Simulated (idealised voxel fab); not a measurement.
process module | voxel self aligned contacts
cross-section cut | 270 nm wide | cells 5 nm
A cross-section is a grid of square cells, given in bands from the top down. A band is one or more rows of cells.
Each band's line starts with the height of the band's top and of its bottom, in nm. Then come its materials from left to right, each with its width in nm. One material with "throughout" fills the band from edge to edge. "air" is empty space.
Height 0 is the level under which the wafer as received is all one material. The lowest band goes on downwards, as in "0 down".
A width such as "30 to 40" changes by the same amount from each row of cells to the next, from the band's top row to its bottom row.
"no change" after a step means that no cell of the cross-section changed.
closed voids: empty space of 8 cells or more with no open way to the top, each as width x height at its distance from the left edge, in nm
after a step's settings: what the simulator itself notes on the step
overlay nm, on a step with a mask: how far to the right of its planned place the mask lay; to the left if negative
Each pair below shows a cross-section before one step and the cross-section after it, down to the lowest band that changed. The line under each pair gives the step between them, with its settings. The pairs can come from different runs of this module on the same starting wafer, so a pair continues from the pair above only where its "before" says so.
before
  0 down: Si throughout
  closed voids: none
after
  5 to 0: SiO2 throughout
  below 0: unchanged
  closed voids: none
the step between: op CONFORMAL_DEP | material SiO2 | thk nm 5
before: the cross-section after the pair above
after
  30 to 5: polySi throughout
  below 5: unchanged
  closed voids: none
the step between: op DIRECTIONAL_DEP | material polySi | thk nm 25
before: the cross-section after the pair above
after
  55 to 30: SiN throughout
  below 30: unchanged
  closed voids: none
the step between: op DIRECTIONAL_DEP | material SiN | thk nm 25
before: the cross-section after the pair above
after
  55 to 30: air 50 | SiN 30 | air 40 | SiN 30 | air 40 | SiN 30 | air 50
  below 30: unchanged
  closed voids: none
the step between: op MASKED_ETCH | tone cover | mask id GATE | width nm 30 | pitch nm 70 | etch materials SiN | depth nm 25 | overlay nm 0
before: the cross-section after the pair above
after
  55 to 30: air 50 | SiN 30 | air 40 | SiN 30 | air 40 | SiN 30 | air 50
  30 to 5: air 50 | polySi 30 | air 40 | polySi 30 | air 40 | polySi 30 | air 50
  below 5: unchanged
  closed voids: none
the step between: op MASKED_ETCH | tone cover | mask id GATE | width nm 30 | pitch nm 70 | etch materials polySi | depth nm 25 | overlay nm 0
before: the cross-section after the pair above
after
  65 to 30: air 40 | SiN 50 | air 20 | SiN 50 | air 20 | SiN 50 | air 40
  30 to 15: air 40 | SiN 10 | polySi 30 | SiN 10 | air 20 | SiN 10 | polySi 30 | SiN 10 | air 20 | SiN 10 | polySi 30 | SiN 10 | air 40
  15 to 5: SiN 50 | polySi 30 | SiN 40 | polySi 30 | SiN 40 | polySi 30 | SiN 50
  below 5: unchanged
  closed voids: none
the step between: op CONFORMAL_DEP | material SiN | thk nm 10
before: the cross-section after the pair above
after
  55 to 30: air 40 | SiN 50 | air 20 | SiN 50 | air 20 | SiN 50 | air 40
  30 to 5: air 40 | SiN 10 | polySi 30 | SiN 10 | air 20 | SiN 10 | polySi 30 | SiN 10 | air 20 | SiN 10 | polySi 30 | SiN 10 | air 40
  below 5: unchanged
  closed voids: none
the step between: op DIRECTIONAL_ETCH | etch materials SiN | depth nm 10
before: the cross-section after the pair above
after
  70 to 55: SiO2 throughout
  55 to 30: SiO2 40 | SiN 50 | SiO2 20 | SiN 50 | SiO2 20 | SiN 50 | SiO2 40
  30 to 5: SiO2 40 | SiN 10 | polySi 30 | SiN 10 | SiO2 20 | SiN 10 | polySi 30 | SiN 10 | SiO2 20 | SiN 10 | polySi 30 | SiN 10 | SiO2 40
  below 5: unchanged
  closed voids: none
the step between: op FILL_DEP | material SiO2 | thk nm 15
before: the cross-section after the pair above
after
  65 to 55: SiO2 throughout
  below 55: unchanged
  closed voids: none
the step between: op CMP | height nm 65
before: the cross-section after the pair above
after
  65 to 55: SiO2 75 | air 50 | SiO2 20 | air 50 | SiO2 75
  55 to 30: SiO2 40 | SiN 50 | air 20 | SiN 50 | air 20 | SiN 50 | SiO2 40
  30 to 5: SiO2 40 | SiN 10 | polySi 30 | SiN 10 | air 20 | SiN 10 | polySi 30 | SiN 10 | air 20 | SiN 10 | polySi 30 | SiN 10 | SiO2 40
  5 to 0: SiO2 90 | air 20 | SiO2 50 | air 20 | SiO2 90
  below 0: unchanged
  closed voids: none
the step between: op MASKED_ETCH | tone open | mask id CONTACT | width nm 50 | pitch nm 70 | etch materials SiO2 | depth nm 65 | overlay nm 0
before: the cross-section after the pair above
after
  70 to 65: TiN 80 | air 40 | TiN 30 | air 40 | TiN 80
  65 to 55: SiO2 75 | TiN 5 to 20 | air 40 to 10 | TiN 5 to 20 | SiO2 20 | TiN 5 to 20 | air 40 to 10 | TiN 5 to 20 | SiO2 75
  55 to 30: SiO2 40 | SiN 50 | TiN 5 | air 10 | TiN 5 | SiN 50 | TiN 5 | air 10 | TiN 5 | SiN 50 | SiO2 40
  30 to 5: SiO2 40 | SiN 10 | polySi 30 | SiN 10 | TiN 5 | air 10 | TiN 5 | SiN 10 | polySi 30 | SiN 10 | TiN 5 | air 10 | TiN 5 | SiN 10 | polySi 30 | SiN 10 | SiO2 40
  5 to 0: SiO2 90 | TiN 20 | SiO2 50 | TiN 20 | SiO2 90
  below 0: unchanged
  closed voids: none
the step between: op CONFORMAL_DEP | material TiN | thk nm 5
before: the cross-section after the pair above
after
  75 to 70: W throughout
  70 to 65: TiN 80 | W 40 | TiN 30 | W 40 | TiN 80
  65 to 55: SiO2 75 | TiN 5 to 20 | W 40 to 10 | TiN 5 to 20 | SiO2 20 | TiN 5 to 20 | W 40 to 10 | TiN 5 to 20 | SiO2 75
  55 to 30: SiO2 40 | SiN 50 | TiN 5 | W 10 | TiN 5 | SiN 50 | TiN 5 | W 10 | TiN 5 | SiN 50 | SiO2 40
  30 to 5: SiO2 40 | SiN 10 | polySi 30 | SiN 10 | TiN 5 | W 10 | TiN 5 | SiN 10 | polySi 30 | SiN 10 | TiN 5 | W 10 | TiN 5 | SiN 10 | polySi 30 | SiN 10 | SiO2 40
  below 5: unchanged
  closed voids: none
the step between: op FILL_DEP | material W | thk nm 5
before: the cross-section after the pair above
after
  65 to 55: SiO2 75 | TiN 5 to 20 | W 40 to 10 | TiN 5 to 20 | SiO2 20 | TiN 5 to 20 | W 40 to 10 | TiN 5 to 20 | SiO2 75
  below 55: unchanged
  closed voids: none
the step between: op CMP | height nm 65
before: the cross-section after the pair above
after
  70 to 65: SiN throughout
  below 65: unchanged
  closed voids: none
the step between: op CONFORMAL_DEP | material SiN | thk nm 5
before
  0 down: Si throughout
  closed voids: none
after
  25 to 0: polySi throughout
  below 0: unchanged
  closed voids: none
the step between: op DIRECTIONAL_DEP | material polySi | thk nm 25
before: the cross-section after the pair above
after
  50 to 25: SiN throughout
  below 25: unchanged
  closed voids: none
the step between: op DIRECTIONAL_DEP | material SiN | thk nm 25
before: the cross-section after the pair above
after
  50 to 25: air 50 | SiN 30 | air 40 | SiN 30 | air 40 | SiN 30 | air 50
  below 25: unchanged
  closed voids: none
the step between: op MASKED_ETCH | tone cover | mask id GATE | width nm 30 | pitch nm 70 | etch materials SiN | depth nm 25 | overlay nm 0
before: the cross-section after the pair above
after
  50 to 25: air 50 | SiN 30 | air 40 | SiN 30 | air 40 | SiN 30 | air 50
  25 to 0: air 50 | polySi 30 | air 40 | polySi 30 | air 40 | polySi 30 | air 50
  below 0: unchanged
  closed voids: none
the step between: op MASKED_ETCH | tone cover | mask id GATE | width nm 30 | pitch nm 70 | etch materials polySi | depth nm 25 | overlay nm 0
before: the cross-section after the pair above
after
  60 to 25: air 40 | SiN 50 | air 20 | SiN 50 | air 20 | SiN 50 | air 40
  25 to 10: air 40 | SiN 10 | polySi 30 | SiN 10 | air 20 | SiN 10 | polySi 30 | SiN 10 | air 20 | SiN 10 | polySi 30 | SiN 10 | air 40
  10 to 0: SiN 50 | polySi 30 | SiN 40 | polySi 30 | SiN 40 | polySi 30 | SiN 50
  below 0: unchanged
  closed voids: none
the step between: op CONFORMAL_DEP | material SiN | thk nm 10
before: the cross-section after the pair above
after
  50 to 25: air 40 | SiN 50 | air 20 | SiN 50 | air 20 | SiN 50 | air 40
  25 to 0: air 40 | SiN 10 | polySi 30 | SiN 10 | air 20 | SiN 10 | polySi 30 | SiN 10 | air 20 | SiN 10 | polySi 30 | SiN 10 | air 40
  below 0: unchanged
  closed voids: none
the step between: op DIRECTIONAL_ETCH | etch materials SiN | depth nm 10
before: the cross-section after the pair above
after
  65 to 50: SiO2 throughout
  50 to 25: SiO2 40 | SiN 50 | SiO2 20 | SiN 50 | SiO2 20 | SiN 50 | SiO2 40
  25 to 0: SiO2 40 | SiN 10 | polySi 30 | SiN 10 | SiO2 20 | SiN 10 | polySi 30 | SiN 10 | SiO2 20 | SiN 10 | polySi 30 | SiN 10 | SiO2 40
  below 0: unchanged
  closed voids: none
the step between: op FILL_DEP | material SiO2 | thk nm 15
before: the cross-section after the pair above
after
  65 to 50: SiO2 75 | air 50 | SiO2 20 | air 50 | SiO2 75
  50 to 25: SiO2 40 | SiN 50 | air 20 | SiN 50 | air 20 | SiN 50 | SiO2 40
  25 to 0: SiO2 40 | SiN 10 | polySi 30 | SiN 10 | air 20 | SiN 10 | polySi 30 | SiN 10 | air 20 | SiN 10 | polySi 30 | SiN 10 | SiO2 40
  below 0: unchanged
  closed voids: none
the step between: op MASKED_ETCH | tone open | mask id CONTACT | width nm 50 | pitch nm 70 | etch materials SiO2 | depth nm 65 | overlay nm 0
before: the cross-section after the pair above
after
  70 to 65: TiN 80 | air 40 | TiN 30 | air 40 | TiN 80
  65 to 55: SiO2 75 | TiN 5 | air 40 | TiN 5 | SiO2 20 | TiN 5 | air 40 | TiN 5 | SiO2 75
  55 to 50: SiO2 75 | TiN 20 | air 10 | TiN 20 | SiO2 20 | TiN 20 | air 10 | TiN 20 | SiO2 75
  50 to 25: SiO2 40 | SiN 50 | TiN 5 | air 10 | TiN 5 | SiN 50 | TiN 5 | air 10 | TiN 5 | SiN 50 | SiO2 40
  25 to 5: SiO2 40 | SiN 10 | polySi 30 | SiN 10 | TiN 5 | air 10 | TiN 5 | SiN 10 | polySi 30 | SiN 10 | TiN 5 | air 10 | TiN 5 | SiN 10 | polySi 30 | SiN 10 | SiO2 40
  5 to 0: SiO2 40 | SiN 10 | polySi 30 | SiN 10 | TiN 20 | SiN 10 | polySi 30 | SiN 10 | TiN 20 | SiN 10 | polySi 30 | SiN 10 | SiO2 40
  below 0: unchanged
  closed voids: none
the step between: op CONFORMAL_DEP | material TiN | thk nm 5
before: the cross-section after the pair above
after
  75 to 70: W throughout
  70 to 65: TiN 80 | W 40 | TiN 30 | W 40 | TiN 80
  65 to 55: SiO2 75 | TiN 5 | W 40 | TiN 5 | SiO2 20 | TiN 5 | W 40 | TiN 5 | SiO2 75
  55 to 50: SiO2 75 | TiN 20 | W 10 | TiN 20 | SiO2 20 | TiN 20 | W 10 | TiN 20 | SiO2 75
  50 to 25: SiO2 40 | SiN 50 | TiN 5 | W 10 | TiN 5 | SiN 50 | TiN 5 | W 10 | TiN 5 | SiN 50 | SiO2 40
  25 to 5: SiO2 40 | SiN 10 | polySi 30 | SiN 10 | TiN 5 | W 10 | TiN 5 | SiN 10 | polySi 30 | SiN 10 | TiN 5 | W 10 | TiN 5 | SiN 10 | polySi 30 | SiN 10 | SiO2 40
  below 5: unchanged
  closed voids: none
the step between: op FILL_DEP | material W | thk nm 5
before: the cross-section after the pair above
after
  65 to 55: SiO2 75 | TiN 5 | W 40 | TiN 5 | SiO2 20 | TiN 5 | W 40 | TiN 5 | SiO2 75
  below 55: unchanged
  closed voids: none
the step between: op CMP | height nm 65
before: the cross-section after the pair above
after
  70 to 65: SiN throughout
  below 65: unchanged
  closed voids: none
the step between: op CONFORMAL_DEP | material SiN | thk nm 5
before
  55 to 30: SiN throughout
  30 to 5: polySi throughout
  5 to 0: SiO2 throughout
  0 down: Si throughout
  closed voids: none
after
  80 to 30: SiN throughout
  below 30: unchanged
  closed voids: none
the step between: op DIRECTIONAL_DEP | material SiN | thk nm 25
before: the cross-section after the pair above
after
  80 to 55: air 50 | SiN 30 | air 40 | SiN 30 | air 40 | SiN 30 | air 50
  below 55: unchanged
  closed voids: none
the step between: op MASKED_ETCH | tone cover | mask id GATE | width nm 30 | pitch nm 70 | etch materials SiN | depth nm 25 | overlay nm 0
before: the cross-section after the pair above
after
  90 to 65: air 40 | SiN 50 | air 20 | SiN 50 | air 20 | SiN 50 | air 40
  65 to 30: SiN throughout
  below 30: unchanged
  closed voids: none
the step between: op CONFORMAL_DEP | material SiN | thk nm 10
before: the cross-section after the pair above
after
  80 to 55: air 40 | SiN 50 | air 20 | SiN 50 | air 20 | SiN 50 | air 40
  below 55: unchanged
  closed voids: none
the step between: op DIRECTIONAL_ETCH | etch materials SiN | depth nm 10
before: the cross-section after the pair above
after
  95 to 80: SiO2 throughout
  80 to 55: SiO2 40 | SiN 50 | SiO2 20 | SiN 50 | SiO2 20 | SiN 50 | SiO2 40
  below 55: unchanged
  closed voids: none
the step between: op FILL_DEP | material SiO2 | thk nm 15
before: the cross-section after the pair above
after
  65 to 55: SiO2 40 | SiN 50 | SiO2 20 | SiN 50 | SiO2 20 | SiN 50 | SiO2 40
  below 55: unchanged
  closed voids: none
the step between: op CMP | height nm 65
before: the cross-section after the pair above
after
  65 to 55: SiO2 40 | SiN 50 | air 20 | SiN 50 | air 20 | SiN 50 | SiO2 40
  below 55: unchanged
  closed voids: none
the step between: op MASKED_ETCH | tone open | mask id CONTACT | width nm 50 | pitch nm 70 | etch materials SiO2 | depth nm 65 | overlay nm 0
before: the cross-section after the pair above
after
  70 to 65: TiN 95 | air 10 | TiN 60 | air 10 | TiN 95
  65 to 60: SiO2 40 | SiN 50 | TiN 5 | air 10 | TiN 5 | SiN 50 | TiN 5 | air 10 | TiN 5 | SiN 50 | SiO2 40
  60 to 55: SiO2 40 | SiN 50 | TiN 20 | SiN 50 | TiN 20 | SiN 50 | SiO2 40
  below 55: unchanged
  closed voids: none
the step between: op CONFORMAL_DEP | material TiN | thk nm 5
before: the cross-section after the pair above
after
  75 to 70: W throughout
  70 to 65: TiN 95 | W 10 | TiN 60 | W 10 | TiN 95
  65 to 60: SiO2 40 | SiN 50 | TiN 5 | W 10 | TiN 5 | SiN 50 | TiN 5 | W 10 | TiN 5 | SiN 50 | SiO2 40
  below 60: unchanged
  closed voids: none
the step between: op FILL_DEP | material W | thk nm 5
before: the cross-section after the pair above
after
  65 to 60: SiO2 40 | SiN 50 | TiN 5 | W 10 | TiN 5 | SiN 50 | TiN 5 | W 10 | TiN 5 | SiN 50 | SiO2 40
  below 60: unchanged
  closed voids: none
the step between: op CMP | height nm 65
before: the cross-section after the pair above
after
  70 to 65: SiN throughout
  below 65: unchanged
  closed voids: none
the step between: op CONFORMAL_DEP | material SiN | thk nm 5
before
  55 to 30: air 50 | SiN 30 | air 40 | SiN 30 | air 40 | SiN 30 | air 50
  30 to 5: air 50 | polySi 30 | air 40 | polySi 30 | air 40 | polySi 30 | air 50
  5 to 0: SiO2 throughout
  0 down: Si throughout
  closed voids: none
after
  45 to 30: air 50 | SiN 30 | air 40 | SiN 30 | air 40 | SiN 30 | air 50
  below 30: unchanged
  closed voids: none
the step between: op DIRECTIONAL_ETCH | etch materials SiN | depth nm 10
before: the cross-section after the pair above
after
  55 to 30: air 40 | SiN 50 | air 20 | SiN 50 | air 20 | SiN 50 | air 40
  30 to 15: air 40 | SiN 10 | polySi 30 | SiN 10 | air 20 | SiN 10 | polySi 30 | SiN 10 | air 20 | SiN 10 | polySi 30 | SiN 10 | air 40
  15 to 5: SiN 50 | polySi 30 | SiN 40 | polySi 30 | SiN 40 | polySi 30 | SiN 50
  below 5: unchanged
  closed voids: none
the step between: op CONFORMAL_DEP | material SiN | thk nm 10
before: the cross-section after the pair above
after
  70 to 55: SiO2 throughout
  55 to 30: SiO2 40 | SiN 50 | SiO2 20 | SiN 50 | SiO2 20 | SiN 50 | SiO2 40
  30 to 15: SiO2 40 | SiN 10 | polySi 30 | SiN 10 | SiO2 20 | SiN 10 | polySi 30 | SiN 10 | SiO2 20 | SiN 10 | polySi 30 | SiN 10 | SiO2 40
  below 15: unchanged
  closed voids: none
the step between: op FILL_DEP | material SiO2 | thk nm 15
before: the cross-section after the pair above
after
  65 to 55: SiO2 throughout
  below 55: unchanged
  closed voids: none
the step between: op CMP | height nm 65
before: the cross-section after the pair above
after
  65 to 55: SiO2 75 | air 50 | SiO2 20 | air 50 | SiO2 75
  55 to 30: SiO2 40 | SiN 50 | air 20 | SiN 50 | air 20 | SiN 50 | SiO2 40
  30 to 15: SiO2 40 | SiN 10 | polySi 30 | SiN 10 | air 20 | SiN 10 | polySi 30 | SiN 10 | air 20 | SiN 10 | polySi 30 | SiN 10 | SiO2 40
  below 15: unchanged
  closed voids: none
the step between: op MASKED_ETCH | tone open | mask id CONTACT | width nm 50 | pitch nm 70 | etch materials SiO2 | depth nm 65 | overlay nm 0
before: the cross-section after the pair above
after
  70 to 65: TiN 80 | air 40 | TiN 30 | air 40 | TiN 80
  65 to 55: SiO2 75 | TiN 5 to 20 | air 40 to 10 | TiN 5 to 20 | SiO2 20 | TiN 5 to 20 | air 40 to 10 | TiN 5 to 20 | SiO2 75
  55 to 30: SiO2 40 | SiN 50 | TiN 5 | air 10 | TiN 5 | SiN 50 | TiN 5 | air 10 | TiN 5 | SiN 50 | SiO2 40
  30 to 20: SiO2 40 | SiN 10 | polySi 30 | SiN 10 | TiN 5 | air 10 | TiN 5 | SiN 10 | polySi 30 | SiN 10 | TiN 5 | air 10 | TiN 5 | SiN 10 | polySi 30 | SiN 10 | SiO2 40
  20 to 15: SiO2 40 | SiN 10 | polySi 30 | SiN 10 | TiN 20 | SiN 10 | polySi 30 | SiN 10 | TiN 20 | SiN 10 | polySi 30 | SiN 10 | SiO2 40
  below 15: unchanged
  closed voids: none
the step between: op CONFORMAL_DEP | material TiN | thk nm 5
before: the cross-section after the pair above
after
  75 to 70: W throughout
  70 to 65: TiN 80 | W 40 | TiN 30 | W 40 | TiN 80
  65 to 55: SiO2 75 | TiN 5 to 20 | W 40 to 10 | TiN 5 to 20 | SiO2 20 | TiN 5 to 20 | W 40 to 10 | TiN 5 to 20 | SiO2 75
  55 to 30: SiO2 40 | SiN 50 | TiN 5 | W 10 | TiN 5 | SiN 50 | TiN 5 | W 10 | TiN 5 | SiN 50 | SiO2 40
  30 to 20: SiO2 40 | SiN 10 | polySi 30 | SiN 10 | TiN 5 | W 10 | TiN 5 | SiN 10 | polySi 30 | SiN 10 | TiN 5 | W 10 | TiN 5 | SiN 10 | polySi 30 | SiN 10 | SiO2 40
  below 20: unchanged
  closed voids: none
the step between: op FILL_DEP | material W | thk nm 5
before: the cross-section after the pair above
after
  65 to 55: SiO2 75 | TiN 5 to 20 | W 40 to 10 | TiN 5 to 20 | SiO2 20 | TiN 5 to 20 | W 40 to 10 | TiN 5 to 20 | SiO2 75
  below 55: unchanged
  closed voids: none
the step between: op CMP | height nm 65
before: the cross-section after the pair above
after
  70 to 65: SiN throughout
  below 65: unchanged
  closed voids: none
the step between: op CONFORMAL_DEP | material SiN | thk nm 5
before
  55 to 30: SiN throughout
  30 to 5: polySi throughout
  5 to 0: SiO2 throughout
  0 down: Si throughout
  closed voids: none
after
  55 to 40: air 50 | SiN 30 | air 40 | SiN 30 | air 40 | SiN 30 | air 50
  below 40: unchanged
  closed voids: none
the step between: op MASKED_ETCH | tone cover | mask id GATE | width nm 30 | pitch nm 70 | etch materials SiN | depth nm 15 | overlay nm 0
before: the cross-section after the pair above
after
  65 to 50: air 40 | SiN 50 | air 20 | SiN 50 | air 20 | SiN 50 | air 40
  50 to 30: SiN throughout
  below 30: unchanged
  closed voids: none
the step between: op CONFORMAL_DEP | material SiN | thk nm 10
before: the cross-section after the pair above
after
  55 to 40: air 40 | SiN 50 | air 20 | SiN 50 | air 20 | SiN 50 | air 40
  below 40: unchanged
  closed voids: none
the step between: op DIRECTIONAL_ETCH | etch materials SiN | depth nm 10
before: the cross-section after the pair above
after
  70 to 55: SiO2 throughout
  55 to 40: SiO2 40 | SiN 50 | SiO2 20 | SiN 50 | SiO2 20 | SiN 50 | SiO2 40
  below 40: unchanged
  closed voids: none
the step between: op FILL_DEP | material SiO2 | thk nm 15
before: the cross-section after the pair above
after
  65 to 55: SiO2 throughout
  below 55: unchanged
  closed voids: none
the step between: op CMP | height nm 65
before: the cross-section after the pair above
after
  65 to 55: SiO2 75 | air 50 | SiO2 20 | air 50 | SiO2 75
  55 to 40: SiO2 40 | SiN 50 | air 20 | SiN 50 | air 20 | SiN 50 | SiO2 40
  below 40: unchanged
  closed voids: none
the step between: op MASKED_ETCH | tone open | mask id CONTACT | width nm 50 | pitch nm 70 | etch materials SiO2 | depth nm 65 | overlay nm 0
before: the cross-section after the pair above
after
  70 to 65: TiN 80 | air 40 | TiN 30 | air 40 | TiN 80
  65 to 55: SiO2 75 | TiN 5 to 20 | air 40 to 10 | TiN 5 to 20 | SiO2 20 | TiN 5 to 20 | air 40 to 10 | TiN 5 to 20 | SiO2 75
  55 to 45: SiO2 40 | SiN 50 | TiN 5 | air 10 | TiN 5 | SiN 50 | TiN 5 | air 10 | TiN 5 | SiN 50 | SiO2 40
  45 to 40: SiO2 40 | SiN 50 | TiN 20 | SiN 50 | TiN 20 | SiN 50 | SiO2 40
  below 40: unchanged
  closed voids: none
the step between: op CONFORMAL_DEP | material TiN | thk nm 5
before: the cross-section after the pair above
after
  75 to 70: W throughout
  70 to 65: TiN 80 | W 40 | TiN 30 | W 40 | TiN 80
  65 to 55: SiO2 75 | TiN 5 to 20 | W 40 to 10 | TiN 5 to 20 | SiO2 20 | TiN 5 to 20 | W 40 to 10 | TiN 5 to 20 | SiO2 75
  55 to 45: SiO2 40 | SiN 50 | TiN 5 | W 10 | TiN 5 | SiN 50 | TiN 5 | W 10 | TiN 5 | SiN 50 | SiO2 40
  below 45: unchanged
  closed voids: none
the step between: op FILL_DEP | material W | thk nm 5
before: the cross-section after the pair above
after
  65 to 55: SiO2 75 | TiN 5 to 20 | W 40 to 10 | TiN 5 to 20 | SiO2 20 | TiN 5 to 20 | W 40 to 10 | TiN 5 to 20 | SiO2 75
  below 55: unchanged
  closed voids: none
the step between: op CMP | height nm 65
before: the cross-section after the pair above
after
  70 to 65: SiN throughout
  below 65: unchanged
  closed voids: none
the step between: op CONFORMAL_DEP | material SiN | thk nm 5
before
  55 to 30: SiN throughout
  30 to 5: polySi throughout
  5 to 0: SiO2 throughout
  0 down: Si throughout
  closed voids: none
after
  55 to 30: air 55 | SiN 25 | air 45 | SiN 25 | air 45 | SiN 25 | air 50
  below 30: unchanged
  closed voids: none
the step between: op MASKED_ETCH | tone cover | mask id GATE | width nm 25 | pitch nm 70 | etch materials SiN | depth nm 25 | overlay nm 0
before: the cross-section after the pair above
after
  55 to 30: air 55 | SiN 25 | air 45 | SiN 25 | air 45 | SiN 25 | air 50
  30 to 5: air 50 | polySi 30 | air 40 | polySi 30 | air 40 | polySi 30 | air 50
  below 5: unchanged
  closed voids: none
the step between: op MASKED_ETCH | tone cover | mask id GATE | width nm 30 | pitch nm 70 | etch materials polySi | depth nm 25 | overlay nm 0
before: the cross-section after the pair above
after
  65 to 40: air 45 | SiN 45 | air 25 | SiN 45 | air 25 | SiN 45 | air 40
  40 to 30: air 40 | SiN 50 | air 20 | SiN 50 | air 20 | SiN 50 | air 40
  30 to 15: air 40 | SiN 10 | polySi 30 | SiN 10 | air 20 | SiN 10 | polySi 30 | SiN 10 | air 20 | SiN 10 | polySi 30 | SiN 10 | air 40
  15 to 5: SiN 50 | polySi 30 | SiN 40 | polySi 30 | SiN 40 | polySi 30 | SiN 50
  below 5: unchanged
  closed voids: none
the step between: op CONFORMAL_DEP | material SiN | thk nm 10
before: the cross-section after the pair above
after
  55 to 30: air 45 | SiN 45 | air 25 | SiN 45 | air 25 | SiN 45 | air 40
  30 to 5: air 40 | SiN 10 | polySi 30 | SiN 10 | air 20 | SiN 10 | polySi 30 | SiN 10 | air 20 | SiN 10 | polySi 30 | SiN 10 | air 40
  below 5: unchanged
  closed voids: none
the step between: op DIRECTIONAL_ETCH | etch materials SiN | depth nm 10
before: the cross-section after the pair above
after
  70 to 55: SiO2 throughout
  55 to 30: SiO2 45 | SiN 45 | SiO2 25 | SiN 45 | SiO2 25 | SiN 45 | SiO2 40
  30 to 5: SiO2 40 | SiN 10 | polySi 30 | SiN 10 | SiO2 20 | SiN 10 | polySi 30 | SiN 10 | SiO2 20 | SiN 10 | polySi 30 | SiN 10 | SiO2 40
  below 5: unchanged
  closed voids: none
the step between: op FILL_DEP | material SiO2 | thk nm 15
before: the cross-section after the pair above
after
  65 to 55: SiO2 throughout
  below 55: unchanged
  closed voids: none
the step between: op CMP | height nm 65
before: the cross-section after the pair above
after
  65 to 55: SiO2 75 | air 50 | SiO2 20 | air 50 | SiO2 75
  55 to 30: SiO2 45 | SiN 45 | air 25 | SiN 45 | air 25 | SiN 45 | SiO2 40
  30 to 5: SiO2 40 | SiN 10 | polySi 30 | SiN 10 | air 20 | SiN 10 | polySi 30 | SiN 10 | air 20 | SiN 10 | polySi 30 | SiN 10 | SiO2 40
  5 to 0: SiO2 90 | air 20 | SiO2 50 | air 20 | SiO2 90
  below 0: unchanged
  closed voids: none
the step between: op MASKED_ETCH | tone open | mask id CONTACT | width nm 50 | pitch nm 70 | etch materials SiO2 | depth nm 65 | overlay nm 0
before: the cross-section after the pair above
after
  70 to 65: TiN 80 | air 40 | TiN 30 | air 40 | TiN 80
  65 to 55: SiO2 75 | TiN 5 to 20 | air 40 to 15 | TiN 5 to 15 | SiO2 20 | TiN 5 to 20 | air 40 to 15 | TiN 5 to 15 | SiO2 75
  55 to 35: SiO2 45 | SiN 45 | TiN 5 | air 15 | TiN 5 | SiN 45 | TiN 5 | air 15 | TiN 5 | SiN 45 | SiO2 40
  35 to 30: SiO2 45 | SiN 45 | TiN 5 | air 10 | TiN 10 | SiN 45 | TiN 5 | air 10 | TiN 10 | SiN 45 | SiO2 40
  30 to 5: SiO2 40 | SiN 10 | polySi 30 | SiN 10 | TiN 5 | air 10 | TiN 5 | SiN 10 | polySi 30 | SiN 10 | TiN 5 | air 10 | TiN 5 | SiN 10 | polySi 30 | SiN 10 | SiO2 40
  5 to 0: SiO2 90 | TiN 20 | SiO2 50 | TiN 20 | SiO2 90
  below 0: unchanged
  closed voids: none
the step between: op CONFORMAL_DEP | material TiN | thk nm 5
before: the cross-section after the pair above
after
  75 to 70: W throughout
  70 to 65: TiN 80 | W 40 | TiN 30 | W 40 | TiN 80
  65 to 55: SiO2 75 | TiN 5 to 20 | W 40 to 15 | TiN 5 to 15 | SiO2 20 | TiN 5 to 20 | W 40 to 15 | TiN 5 to 15 | SiO2 75
  55 to 35: SiO2 45 | SiN 45 | TiN 5 | W 15 | TiN 5 | SiN 45 | TiN 5 | W 15 | TiN 5 | SiN 45 | SiO2 40
  35 to 30: SiO2 45 | SiN 45 | TiN 5 | W 10 | TiN 10 | SiN 45 | TiN 5 | W 10 | TiN 10 | SiN 45 | SiO2 40
  30 to 5: SiO2 40 | SiN 10 | polySi 30 | SiN 10 | TiN 5 | W 10 | TiN 5 | SiN 10 | polySi 30 | SiN 10 | TiN 5 | W 10 | TiN 5 | SiN 10 | polySi 30 | SiN 10 | SiO2 40
  below 5: unchanged
  closed voids: none
the step between: op FILL_DEP | material W | thk nm 5
before: the cross-section after the pair above
after
  65 to 55: SiO2 75 | TiN 5 to 20 | W 40 to 15 | TiN 5 to 15 | SiO2 20 | TiN 5 to 20 | W 40 to 15 | TiN 5 to 15 | SiO2 75
  below 55: unchanged
  closed voids: none
the step between: op CMP | height nm 65
before: the cross-section after the pair above
after
  70 to 65: SiN throughout
  below 65: unchanged
  closed voids: none
the step between: op CONFORMAL_DEP | material SiN | thk nm 5
before
  55 to 30: SiN throughout
  30 to 5: polySi throughout
  5 to 0: SiO2 throughout
  0 down: Si throughout
  closed voids: none
after
  55 to 30: air 45 | SiN 30 | air 40 | SiN 30 | air 40 | SiN 30 | air 55
  below 30: unchanged
  closed voids: none
the step between: op MASKED_ETCH | tone cover | mask id GATE | width nm 30 | pitch nm 70 | etch materials SiN | depth nm 25 | overlay nm -5
before: the cross-section after the pair above
after
  55 to 30: air 45 | SiN 30 | air 40 | SiN 30 | air 40 | SiN 30 | air 55
  30 to 5: air 45 | polySi 35 | air 35 | polySi 35 | air 35 | polySi 35 | air 50
  below 5: unchanged
  closed voids: none
the step between: op MASKED_ETCH | tone cover | mask id GATE | width nm 30 | pitch nm 70 | etch materials polySi | depth nm 25 | overlay nm 0
before: the cross-section after the pair above
after
  65 to 40: air 35 | SiN 50 | air 20 | SiN 50 | air 20 | SiN 50 | air 45
  40 to 30: air 35 | SiN 55 | air 15 | SiN 55 | air 15 | SiN 55 | air 40
  30 to 15: air 35 | SiN 10 | polySi 35 | SiN 10 | air 15 | SiN 10 | polySi 35 | SiN 10 | air 15 | SiN 10 | polySi 35 | SiN 10 | air 40
  15 to 5: SiN 45 | polySi 35 | SiN 35 | polySi 35 | SiN 35 | polySi 35 | SiN 50
  below 5: unchanged
  closed voids: none
the step between: op CONFORMAL_DEP | material SiN | thk nm 10
before: the cross-section after the pair above
after
  55 to 30: air 35 | SiN 50 | air 20 | SiN 50 | air 20 | SiN 50 | air 45
  30 to 5: air 35 | SiN 10 | polySi 35 | SiN 10 | air 15 | SiN 10 | polySi 35 | SiN 10 | air 15 | SiN 10 | polySi 35 | SiN 10 | air 40
  below 5: unchanged
  closed voids: none
the step between: op DIRECTIONAL_ETCH | etch materials SiN | depth nm 10
before: the cross-section after the pair above
after
  70 to 55: SiO2 throughout
  55 to 30: SiO2 35 | SiN 50 | SiO2 20 | SiN 50 | SiO2 20 | SiN 50 | SiO2 45
  30 to 5: SiO2 35 | SiN 10 | polySi 35 | SiN 10 | SiO2 15 | SiN 10 | polySi 35 | SiN 10 | SiO2 15 | SiN 10 | polySi 35 | SiN 10 | SiO2 40
  below 5: unchanged
  closed voids: none
the step between: op FILL_DEP | material SiO2 | thk nm 15
before: the cross-section after the pair above
after
  65 to 55: SiO2 throughout
  below 55: unchanged
  closed voids: none
the step between: op CMP | height nm 65
